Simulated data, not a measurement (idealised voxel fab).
You're looking at the process module voxel ribs on slabs.
Cross-section cut spans 150 nm and uses square cells 5 nm in size.
Cross-section, as written here: a square-cell grid given band by band from the top down, where a band holds one or more rows of cells. In this notation a band is specified by the heights of its top and bottom, in that order and in nm, after which its materials appear from left to right, each paired with its width in nm. The word "edge to edge" attached to a single material means that material fills the band from edge to edge; the word "blank" stands for empty space. We count height from 0. Below that, the starting wafer is all one material. The lowest band never ends at the bottom but goes on down; see "0 down" for how that is written. Note: "30..40" means the width goes from the first number (top row of the band) to the second number (bottom row) in equal steps per row of cells. "identical to before" -> step changed no cross-section cell. Reported under the label "Sealed cavities" are the empty spaces having no open way to the top and comprising 8 cells or more; the notation for each is width x height at distance, in which the distance is measured from the left edge and all three values are in nm. Anything after a step's settings on that line? It's the simulator's own note about the step. What "overlay nm" on a step's line means: if the step has a mask, that mask lay this far to the right of its planned place, or, when the value is negative, to the left.

STEPS IN THE PROCESS PLAN
- 1: RECEIVE [material Si]
- 2: DIRECTIONAL_DEP [material SiO2] [thk nm 30]
- 3: DIRECTIONAL_DEP [material polySi] [thk nm 20]
- 4: DIRECTIONAL_DEP [material aC] [thk nm 15]
- 5: PATTERN [tone cover] [mask id RIB] [material resist] [width nm 30] [thk nm 30] [overlay nm 0]
- 6: DIRECTIONAL_ETCH [etch materials aC] [depth nm 15]
- 7: STRIP [etch materials resist]
- 8: DIRECTIONAL_ETCH [etch materials polySi] [depth nm 15]
- 9: STRIP [etch materials aC]
- 10: DIRECTIONAL_DEP [material aC] [thk nm 10]
- 11: PATTERN [tone cover] [mask id SLAB] [material resist] [width nm 90] [thk nm 25] [overlay nm 0]
- 12: DIRECTIONAL_ETCH [etch materials aC] [depth nm 10]
- 13: STRIP [etch materials resist]
- 14: DIRECTIONAL_ETCH [etch materials polySi] [depth nm 5]
- 15: STRIP [etch materials aC]
- 16: FILL_DEP [material SiO2] [thk nm 25]
- 17: CMP [height nm 65]
- 18: DIRECTIONAL_DEP [material W] [thk nm 5]
- 19: PATTERN [tone cover] [mask id HEATER] [material resist] [width nm 40] [thk nm 15] [overlay nm 0]
- 20: DIRECTIONAL_ETCH [etch materials W] [depth nm 5]
- 21: STRIP [etch materials resist]
- 22: CONFORMAL_DEP [material SiN] [thk nm 10]

HERE'S WHAT THE WAFER LOOKED LIKE IN CROSS-SECTION WHEN IT ARRIVED - THAT'S AFTER STEP 1
	0 down | Si edge to edge
	Sealed cavities: none

FIRST WAFER AT THE END, AS PLANNED
	80 to 75 | 45 blank; 60 SiN; 45 blank
	75 to 70 | SiN edge to edge
	70 to 65 | 55 SiN; 40 W; 55 SiN
	65 to 50 | SiO2 edge to edge
	50 to 35 | 60 SiO2; 30 polySi; 60 SiO2
	35 to 30 | 30 SiO2; 90 polySi; 30 SiO2
	30 to 0 | SiO2 edge to edge
	0 down | Si edge to edge
	Sealed cavities: none

END-OF-MODULE CROSS-SECTION OF THE SECOND WAFER: IDENTICAL STARTING POINT AND PROCESS PLAN TO THE FIRST, WITH ONE PROCESSING MISTAKE
	80 to 75 | 65 SiN; 20 blank; 65 SiN
	75 to 70 | SiN edge to edge
	70 to 65 | 55 W; 40 SiN; 55 W
	65 to 50 | SiO2 edge to edge
	50 to 35 | 60 SiO2; 30 polySi; 60 SiO2
	35 to 30 | 30 SiO2; 90 polySi; 30 SiO2
	30 to 0 | SiO2 edge to edge
	0 down | Si edge to edge
	Sealed cavities: none
Run error: step 19 ran with different settings than intended, the actual operation and settings being PATTERN [tone open] [mask id HEATER] [material resist] [width nm 40] [thk nm 15] [overlay nm 0]
Wafer comparison, final, in cells, second relative to first, materials more or fewer: W: 14 more
